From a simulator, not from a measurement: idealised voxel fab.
Process module under the name voxel tone inversion
The width of the displayed cross-section, cut, is 230 nm; its cells are square, with a size of 5 nm.
A cross-section in this document is a grid of square cells, and it is written down as bands, the top band listed before the ones below it; a band is made up of one or more rows of cells.
Top, bottom (nm), then materials left to right with widths (nm); lone material tagged "full width" fills the whole band edge to edge; "empty" = empty space.
Beneath 0, the wafer as received is one material, and that level is where height counting begins. The lowest band goes on downward without a bottom; it is written like "0 nm and below".
With a width like "30 to 40", each row of cells in the band differs from the next by the same amount, the top row carrying the first number and the bottom row the second.
You'll sometimes find "changes: none" written for a step, and that's the way of saying that nowhere in the cross-section did a cell change during that step.
You'll see "Voids, sealed" listing empty spaces that have no way open to the top, as long as they're 8 cells or more; the notation is width x height at distance, where the distance is from the left edge, and all of it is in nm.
What comes after the settings on a step's line is commentary from the simulator itself on that step.
Each step line may optionally specify "overlay nm", which for a step with a mask gives the rightward distance between the mask's planned place and where it lay, a negative value indicating the leftward direction.

Process steps - plan:
1: RECEIVE: material Si
2: CONFORMAL_DEP: material SiCN, thk nm 10
3: DIRECTIONAL_DEP: material polySi, thk nm 20
4: PATTERN: tone cover, mask id POSTS, material resist, width nm 20, pitch nm 40, thk nm 30, overlay nm 0
5: DIRECTIONAL_ETCH: etch materials polySi, depth nm 20
6: STRIP: etch materials resist
7: FILL_DEP: material SiO2, thk nm 5
8: CMP: height nm 30
9: STRIP: etch materials polySi
10: CONFORMAL_DEP: material TiN, thk nm 5
11: FILL_DEP: material W, thk nm 5
12: CMP: height nm 30
13: CONFORMAL_DEP: material SiCN, thk nm 5

First of the two wafers, run per plan:

Cross-section of the wafer at receipt, which is the condition after step 1:
  0 nm and below = Si full width
  Voids, sealed: none

You're looking at a cross-section of the wafer after step 2:
  10 nm to 0 nm = SiCN full width
  Below 0, the layers are the same as they were.

You're looking at a cross-section of the wafer after step 3:
  30 nm to 10 nm = polySi full width
  Below 10, the layers are the same as they were.

You're looking at a cross-section of the wafer after step 4:
  60 nm to 30 nm = 85 empty  20 resist  20 empty  20 resist  85 empty
  Below 30, the layers are the same as they were.

You're looking at a cross-section of the wafer after step 5:
  60 nm to 30 nm = 85 empty  20 resist  20 empty  20 resist  85 empty
  30 nm to 10 nm = 85 empty  20 polySi  20 empty  20 polySi  85 empty
  Below 10, the layers are the same as they were.

You're looking at a cross-section of the wafer after step 6:
  30 nm to 10 nm = 85 empty  20 polySi  20 empty  20 polySi  85 empty
  Below 10, the layers are the same as they were.

You're looking at a cross-section of the wafer after step 7:
  35 nm to 30 nm = SiO2 full width
  30 nm to 10 nm = 85 SiO2  20 polySi  20 SiO2  20 polySi  85 SiO2
  Below 10, the layers are the same as they were.

You're looking at a cross-section of the wafer after step 8:
  30 nm to 10 nm = 85 SiO2  20 polySi  20 SiO2  20 polySi  85 SiO2
  Below 10, the layers are the same as they were.

You're looking at a cross-section of the wafer after step 9:
  30 nm to 10 nm = 85 SiO2  20 empty  20 SiO2  20 empty  85 SiO2
  Below 10, the layers are the same as they were.

You're looking at a cross-section of the wafer after step 10:
  35 nm to 30 nm = 90 TiN  10 empty  30 TiN  10 empty  90 TiN
  30 nm to 15 nm = 85 SiO2  5 TiN  10 empty  5 TiN  20 SiO2  5 TiN  10 empty  5 TiN  85 SiO2
  15 nm to 10 nm = 85 SiO2  20 TiN  20 SiO2  20 TiN  85 SiO2
  Below 10, the layers are the same as they were.

You're looking at a cross-section of the wafer after step 11:
  40 nm to 35 nm = W full width
  35 nm to 30 nm = 90 TiN  10 W  30 TiN  10 W  90 TiN
  30 nm to 15 nm = 85 SiO2  5 TiN  10 W  5 TiN  20 SiO2  5 TiN  10 W  5 TiN  85 SiO2
  Below 15, the layers are the same as they were.

You're looking at a cross-section of the wafer after step 12:
  30 nm to 15 nm = 85 SiO2  5 TiN  10 W  5 TiN  20 SiO2  5 TiN  10 W  5 TiN  85 SiO2
  Below 15, the layers are the same as they were.

You're looking at a cross-section of the wafer after step 13:
  35 nm to 30 nm = SiCN full width
  Below 30, the layers are the same as they were.

It is to be noted that the second wafer proceeded from the same initial state and according to the same plan as the first, although one mistake was committed in its execution; through step 3, inclusive, the two wafers share an identical history:

Cross-sectional view of the second wafer at the intended end time of process step 4:
  60 nm to 30 nm = 85 resist  20 empty  20 resist  20 empty  85 resist
  Below 30, the layers are the same as they were.

Cross-sectional view of the second wafer at the intended end time of process step 5:
  60 nm to 30 nm = 85 resist  20 empty  20 resist  20 empty  85 resist
  30 nm to 10 nm = 85 polySi  20 empty  20 polySi  20 empty  85 polySi
  Below 10, the layers are the same as they were.

Cross-sectional view of the second wafer at the intended end time of process step 6:
  30 nm to 10 nm = 85 polySi  20 empty  20 polySi  20 empty  85 polySi
  Below 10, the layers are the same as they were.

Cross-sectional view of the second wafer at the intended end time of process step 7:
  35 nm to 30 nm = SiO2 full width
  30 nm to 10 nm = 85 polySi  20 SiO2  20 polySi  20 SiO2  85 polySi
  Below 10, the layers are the same as they were.

Cross-sectional view of the second wafer at the intended end time of process step 8:
  30 nm to 10 nm = 85 polySi  20 SiO2  20 polySi  20 SiO2  85 polySi
  Below 10, the layers are the same as they were.

Cross-sectional view of the second wafer at the intended end time of process step 9:
  30 nm to 10 nm = 85 empty  20 SiO2  20 empty  20 SiO2  85 empty
  Below 10, the layers are the same as they were.

Cross-sectional view of the second wafer at the intended end time of process step 10:
  35 nm to 30 nm = 80 empty  30 TiN  10 empty  30 TiN  80 empty
  30 nm to 15 nm = 80 empty  5 TiN  20 SiO2  5 TiN  10 empty  5 TiN  20 SiO2  5 TiN  80 empty
  15 nm to 10 nm = 85 TiN  20 SiO2  20 TiN  20 SiO2  85 TiN
  Below 10, the layers are the same as they were.

Cross-sectional view of the second wafer at the intended end time of process step 11:
  40 nm to 35 nm = W full width
  35 nm to 30 nm = 80 W  30 TiN  10 W  30 TiN  80 W
  30 nm to 15 nm = 80 W  5 TiN  20 SiO2  5 TiN  10 W  5 TiN  20 SiO2  5 TiN  80 W
  Below 15, the layers are the same as they were.

Cross-sectional view of the second wafer at the intended end time of process step 12:
  30 nm to 15 nm = 80 W  5 TiN  20 SiO2  5 TiN  10 W  5 TiN  20 SiO2  5 TiN  80 W
  Below 15, the layers are the same as they were.

Cross-sectional view of the second wafer at the intended end time of process step 13:
  35 nm to 30 nm = SiCN full width
  Below 30, the layers are the same as they were.
Plan not followed: for step 4, the planned setting was not used; the step was instead run as PATTERN: tone open, mask id POSTS, material resist, width nm 20, pitch nm 40, thk nm 30, overlay nm 0
It is noted that, at the conclusion of processing, the second wafer exhibits a higher or lower cell count for certain materials relative to the first: SiO2 -120, TiN +30, W +90
